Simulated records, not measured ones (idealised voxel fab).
Module name: voxel self aligned contacts (process module)
We display cut, a cross-section 255 nm in width whose square cells are each 5 nm.
Notation: cross-section as square-cell grid; stated in bands, top first, going down; one or more cell rows per band.
Basically the band line says how high the top is and how high the bottom is, in nm, and then what's in it from left to right, every material with its width in nm. Empty space shows up as "air", and if a single material carries "throughout" it runs the full band edge to edge.
Height 0 is the level under which the wafer as received is all one material. The lowest band goes on downwards, as in "0 nm and below".
Graded width ("30..40"): value in top row of band = first number; value in bottom row = second number; row-to-row change constant.
For the purposes of this document, the phrase "identical to before" attached to a step denotes that no cell within the cross-section was modified by that step.
What "Unvented internal voids" gives you is every empty space of 8 cells or more that is cut off from the top. Each appears as width x height at distance, with the distance taken from the left edge and width, height and distance all in nm.
Read whatever lies past the settings on a step's line as the simulator's own remark about the step.
overlay nm: on a step with a mask, how far right of its planned place the mask lay; negative means left.
**Below is the list of planned process steps**
1. RECEIVE | material Si
2. CONFORMAL_DEP | material SiO2 | thk nm 5
3. DIRECTIONAL_DEP | material polySi | thk nm 30
4. DIRECTIONAL_DEP | material SiN | thk nm 25
5. DIRECTIONAL_DEP | material aC | thk nm 15
6. PATTERN | tone cover | mask id GATE | material resist | width nm 35 | pitch nm 75 | thk nm 35 | overlay nm 0
7. DIRECTIONAL_ETCH | etch materials aC | depth nm 15
8. STRIP | etch materials resist
9. DIRECTIONAL_ETCH | etch materials SiN | depth nm 25
10. DIRECTIONAL_ETCH | etch materials polySi | depth nm 30
11. STRIP | etch materials aC
12. CONFORMAL_DEP | material SiN | thk nm 10
13. DIRECTIONAL_ETCH | etch materials SiN | depth nm 10
14. FILL_DEP | material SiO2 | thk nm 15
15. CMP | height nm 70
16. MASKED_ETCH | tone open | mask id CONTACT | width nm 60 | etch materials SiO2 | depth nm 70 | overlay nm 0
17. CONFORMAL_DEP | material TiN | thk nm 5
18. FILL_DEP | material W | thk nm 10
19. CMP | height nm 70
20. CONFORMAL_DEP | material SiN | thk nm 5
**On the first of the two wafers: run conducted according to plan**
**Wafer as received: cross-section following step 1**
* 0 nm and below | Si throughout
* Unvented internal voids: none
**Cross-section: wafer state after step 2**
* 5 nm to 0 nm | SiO2 throughout
* Beneath the level 0, the cross-section is identical to its previous state.
**Cross-section: wafer state after step 3**
* 35 nm to 5 nm | polySi throughout
* Beneath the level 5, the cross-section is identical to its previous state.
**Cross-section: wafer state after step 4**
* 60 nm to 35 nm | SiN throughout
* Beneath the level 35, the cross-section is identical to its previous state.
**Cross-section: wafer state after step 5**
* 75 nm to 60 nm | aC throughout
* Beneath the level 60, the cross-section is identical to its previous state.
**Cross-section: wafer state after step 6**
* 110 nm to 75 nm | 70 of air, 35 of resist, 40 of air, 35 of resist, 75 of air
* Beneath the level 75, the cross-section is identical to its previous state.
**Cross-section: wafer state after step 7**
* 95 nm to 75 nm | 70 of air, 35 of resist, 40 of air, 35 of resist, 75 of air
* 75 nm to 60 nm | 70 of air, 35 of aC, 40 of air, 35 of aC, 75 of air
* Beneath the level 60, the cross-section is identical to its previous state.
**Cross-section: wafer state after step 8**
* 75 nm to 60 nm | 70 of air, 35 of aC, 40 of air, 35 of aC, 75 of air
* Beneath the level 60, the cross-section is identical to its previous state.
**Cross-section: wafer state after step 9**
* 75 nm to 60 nm | 70 of air, 35 of aC, 40 of air, 35 of aC, 75 of air
* 60 nm to 35 nm | 70 of air, 35 of SiN, 40 of air, 35 of SiN, 75 of air
* Beneath the level 35, the cross-section is identical to its previous state.
**Cross-section: wafer state after step 10**
* 75 nm to 60 nm | 70 of air, 35 of aC, 40 of air, 35 of aC, 75 of air
* 60 nm to 35 nm | 70 of air, 35 of SiN, 40 of air, 35 of SiN, 75 of air
* 35 nm to 5 nm | 70 of air, 35 of polySi, 40 of air, 35 of polySi, 75 of air
* Beneath the level 5, the cross-section is identical to its previous state.
**Cross-section: wafer state after step 11**
* 60 nm to 35 nm | 70 of air, 35 of SiN, 40 of air, 35 of SiN, 75 of air
* Beneath the level 35, the cross-section is identical to its previous state.
**Cross-section: wafer state after step 12**
* 70 nm to 35 nm | 60 of air, 55 of SiN, 20 of air, 55 of SiN, 65 of air
* 35 nm to 15 nm | 60 of air, 10 of SiN, 35 of polySi, 10 of SiN, 20 of air, 10 of SiN, 35 of polySi, 10 of SiN, 65 of air
* 15 nm to 5 nm | 70 of SiN, 35 of polySi, 40 of SiN, 35 of polySi, 75 of SiN
* Beneath the level 5, the cross-section is identical to its previous state.
**Cross-section: wafer state after step 13**
* 60 nm to 35 nm | 60 of air, 55 of SiN, 20 of air, 55 of SiN, 65 of air
* 35 nm to 5 nm | 60 of air, 10 of SiN, 35 of polySi, 10 of SiN, 20 of air, 10 of SiN, 35 of polySi, 10 of SiN, 65 of air
* Beneath the level 5, the cross-section is identical to its previous state.
**Cross-section: wafer state after step 14**
* 75 nm to 60 nm | SiO2 throughout
* 60 nm to 35 nm | 60 of SiO2, 55 of SiN, 20 of SiO2, 55 of SiN, 65 of SiO2
* 35 nm to 5 nm | 60 of SiO2, 10 of SiN, 35 of polySi, 10 of SiN, 20 of SiO2, 10 of SiN, 35 of polySi, 10 of SiN, 65 of SiO2
* Beneath the level 5, the cross-section is identical to its previous state.
**Cross-section: wafer state after step 15**
* 70 nm to 60 nm | SiO2 throughout
* Beneath the level 60, the cross-section is identical to its previous state.
**Cross-section: wafer state after step 16**
* 70 nm to 60 nm | 95 of SiO2, 60 of air, 100 of SiO2
* 60 nm to 35 nm | 60 of SiO2, 55 of SiN, 20 of air, 55 of SiN, 65 of SiO2
* 35 nm to 5 nm | 60 of SiO2, 10 of SiN, 35 of polySi, 10 of SiN, 20 of air, 10 of SiN, 35 of polySi, 10 of SiN, 65 of SiO2
* 5 nm to 0 nm | 115 of SiO2, 20 of air, 120 of SiO2
* Beneath the level 0, the cross-section is identical to its previous state.
**Cross-section: wafer state after step 17**
* 75 nm to 70 nm | 100 of TiN, 50 of air, 105 of TiN
* 70 nm to 60 nm | 95 of SiO2, 5..25 of TiN, 50..10 of air, 5..25 of TiN, 100 of SiO2
* 60 nm to 35 nm | 60 of SiO2, 55 of SiN, 5 of TiN, 10 of air, 5 of TiN, 55 of SiN, 65 of SiO2
* 35 nm to 5 nm | 60 of SiO2, 10 of SiN, 35 of polySi, 10 of SiN, 5 of TiN, 10 of air, 5 of TiN, 10 of SiN, 35 of polySi, 10 of SiN, 65 of SiO2
* 5 nm to 0 nm | 115 of SiO2, 20 of TiN, 120 of SiO2
* Beneath the level 0, the cross-section is identical to its previous state.
**Cross-section: wafer state after step 18**
* 85 nm to 75 nm | W throughout
* 75 nm to 70 nm | 100 of TiN, 50 of W, 105 of TiN
* 70 nm to 60 nm | 95 of SiO2, 5..25 of TiN, 50..10 of W, 5..25 of TiN, 100 of SiO2
* 60 nm to 35 nm | 60 of SiO2, 55 of SiN, 5 of TiN, 10 of W, 5 of TiN, 55 of SiN, 65 of SiO2
* 35 nm to 5 nm | 60 of SiO2, 10 of SiN, 35 of polySi, 10 of SiN, 5 of TiN, 10 of W, 5 of TiN, 10 of SiN, 35 of polySi, 10 of SiN, 65 of SiO2
* Beneath the level 5, the cross-section is identical to its previous state.
**Cross-section: wafer state after step 19**
* 70 nm to 60 nm | 95 of SiO2, 5..25 of TiN, 50..10 of W, 5..25 of TiN, 100 of SiO2
* Beneath the level 60, the cross-section is identical to its previous state.
**Cross-section: wafer state after step 20**
* 75 nm to 70 nm | SiN throughout
* Beneath the level 70, the cross-section is identical to its previous state.
**Second wafer, same starting state and plan as the first, one mistake in the run, identical through step 18**
Cross-sectional representation of the second wafer at the time designated in the plan for the completion of step 19: identical to before
**Cross-sectional representation of the second wafer at the time designated in the plan for the completion of step 20**
* 90 nm to 85 nm | SiN throughout
* Beneath the level 85, the cross-section is identical to its previous state.
Finding, execution versus plan: the plan's step 19 was left out and never carried out
Final difference in cells, second wafer against first, listed per material as more or fewer: TiN +41, W +112
